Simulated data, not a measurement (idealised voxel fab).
process module | voxel tone inversion
cross-section cut | 280 nm wide | cells 5 nm
A cross-section is a grid of square cells, given in bands from the top down. A band is one or more rows of cells.
Each band's line starts with the height of the band's top and of its bottom, in nm. Then come its materials from left to right, each with its width in nm. One material with "throughout" fills the band from edge to edge. "air" is empty space.
Height 0 is the level under which the wafer as received is all one material. The lowest band goes on downwards, as in "0 down".
A width such as "30 to 40" changes by the same amount from each row of cells to the next, from the band's top row to its bottom row.
"no change" after a step means that no cell of the cross-section changed.
closed voids: empty space of 8 cells or more with no open way to the top, each as width x height at its distance from the left edge, in nm
after a step's settings: what the simulator itself notes on the step
overlay nm, on a step with a mask: how far to the right of its planned place the mask lay; to the left if negative
plan
1 op RECEIVE | material Si
2 op CONFORMAL_DEP | material SiN | thk nm 10
3 op DIRECTIONAL_DEP | material aC | thk nm 20
4 op PATTERN | tone cover | mask id POSTS | material resist | width nm 25 | pitch nm 40 | thk nm 25 | overlay nm -15
5 op DIRECTIONAL_ETCH | etch materials aC | depth nm 20
6 op STRIP | etch materials resist
7 op FILL_DEP | material lowk | thk nm 5
8 op CMP | height nm 30
9 op STRIP | etch materials aC
10 op CONFORMAL_DEP | material TiN | thk nm 5
11 op FILL_DEP | material Ru | thk nm 5
12 op CMP | height nm 30
13 op CONFORMAL_DEP | material SiN | thk nm 5
varied across the wafers: overlay nm of step 4. The plan shows the first wafer's value. All wafers start alike
first wafer as received, after step 1
  0 down: Si throughout
  closed voids: none
each wafer at the end: cells of each material gained (+) or lost (-) since it was received, then its closed voids
overlay nm -15 | +27 Ru | +168 SiN | +33 TiN | +164 lowk | closed voids: none
overlay nm -10 | +27 Ru | +168 SiN | +33 TiN | +164 lowk | closed voids: none
overlay nm -5 | +27 Ru | +168 SiN | +33 TiN | +164 lowk | closed voids: none
overlay nm 0 | +27 Ru | +168 SiN | +33 TiN | +164 lowk | closed voids: none
overlay nm 5 | +27 Ru | +168 SiN | +33 TiN | +164 lowk | closed voids: none
overlay nm 10 | +27 Ru | +168 SiN | +33 TiN | +164 lowk | closed voids: none
overlay nm 15 | +27 Ru | +168 SiN | +33 TiN | +164 lowk | closed voids: none
